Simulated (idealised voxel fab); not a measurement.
Proc. module: voxel self aligned vias
Xsec cut, 240 nm wide, square cell size 5 nm.
Reading order for cross-sections: top band down to bottom band. Underlying form: a grid of square cells. Band size: one or more rows of cells. Band entry format. Leading values: height of top, height of bottom, nm. Remainder: materials in left-to-right order, each with its width in nm. Special words: "throughout" on a single material, which then fills the band edge to edge; "air", empty space. Heights from 0 (as-received wafer is one material below). Bottom band endless downward, as "0 and below". A two-number width, for instance "30->40", indicates that the width is equal to the first number in the top row of the band and to the second number in the bottom row, and that it changes by a constant amount per row of cells. No cell of the cross-section changed in a step that is given as "no alterations made". The entry titled "Enclosed void inventory" provides the empty spaces that have no open way to the top, restricted to those of 8 cells or more. Each is presented as width x height at distance, the distance being measured from the left edge, with all three in nm. Whatever follows a step's settings on its line is a remark the simulator itself makes about that step. overlay nm: where the mask lay relative to plan, measured to the right, on steps with a mask; negatives go left.
# Here's what the planned process steps look like
| 1 | RECEIVE | material Si |
| 2 | CONFORMAL_DEP | material SiO2 | thk nm 15 |
| 3 | CONFORMAL_DEP | material SiCN | thk nm 5 |
| 4 | DIRECTIONAL_DEP | material SiO2 | thk nm 25 |
| 5 | MASKED_ETCH | tone open | mask id LINES | width nm 30 | pitch nm 55 | etch materials SiO2 | depth nm 25 | overlay nm 0 |
| 6 | CONFORMAL_DEP | material TiN | thk nm 5 |
| 7 | FILL_DEP | material W | thk nm 10 |
| 8 | CMP | height nm 45 |
| 9 | SELECTIVE_ETCH | etch materials W Ru TiN | depth nm 5 |
| 10 | FILL_DEP | material SiN | thk nm 10 |
| 11 | CMP | height nm 45 |
| 12 | DIRECTIONAL_DEP | material SiO2 | thk nm 20 |
| 13 | MASKED_ETCH | tone open | mask id VIAS | width nm 40 | pitch nm 55 | etch materials SiO2 | depth nm 20 | overlay nm 0 |
| 14 | MASKED_ETCH | tone open | mask id VIAS | width nm 40 | pitch nm 55 | etch materials SiN | depth nm 5 | overlay nm 0 |
| 15 | CONFORMAL_DEP | material TiN | thk nm 5 |
| 16 | FILL_DEP | material W | thk nm 10 |
| 17 | CMP | height nm 65 |
| 18 | CONFORMAL_DEP | material SiCN | thk nm 5 |
# Wafer cross-section on receipt, i.e. after step 1
  0 and below = Si throughout
  Enclosed void inventory: none
# Module complete, cross-section. Starting point and plan per above. One mistake made in running the module
  70 down to 65 = SiCN throughout
  65 down to 50 = 70 of SiO2, 5 of TiN, 30 of W, 5 of TiN, 15 of SiO2, 5 of TiN, 30 of W, 5 of TiN, 75 of SiO2
  50 down to 45 = 70 of SiO2, 40 of TiN, 15 of SiO2, 40 of TiN, 75 of SiO2
  45 down to 40 = SiO2 throughout
  40 down to 25 = 75 of SiO2, 5 of TiN, 20 of W, 5 of TiN, 25 of SiO2, 5 of TiN, 20 of W, 5 of TiN, 80 of SiO2
  25 down to 20 = 75 of SiO2, 30 of TiN, 25 of SiO2, 30 of TiN, 80 of SiO2
  20 down to 15 = SiCN throughout
  15 down to 0 = SiO2 throughout
  0 and below = Si throughout
  Enclosed void inventory: none
It is concluded that the wafer was processed incorrectly with respect to the plan, in that step 10 ran with different settings than intended, the actual operation and settings being FILL_DEP | material SiO2 | thk nm 10
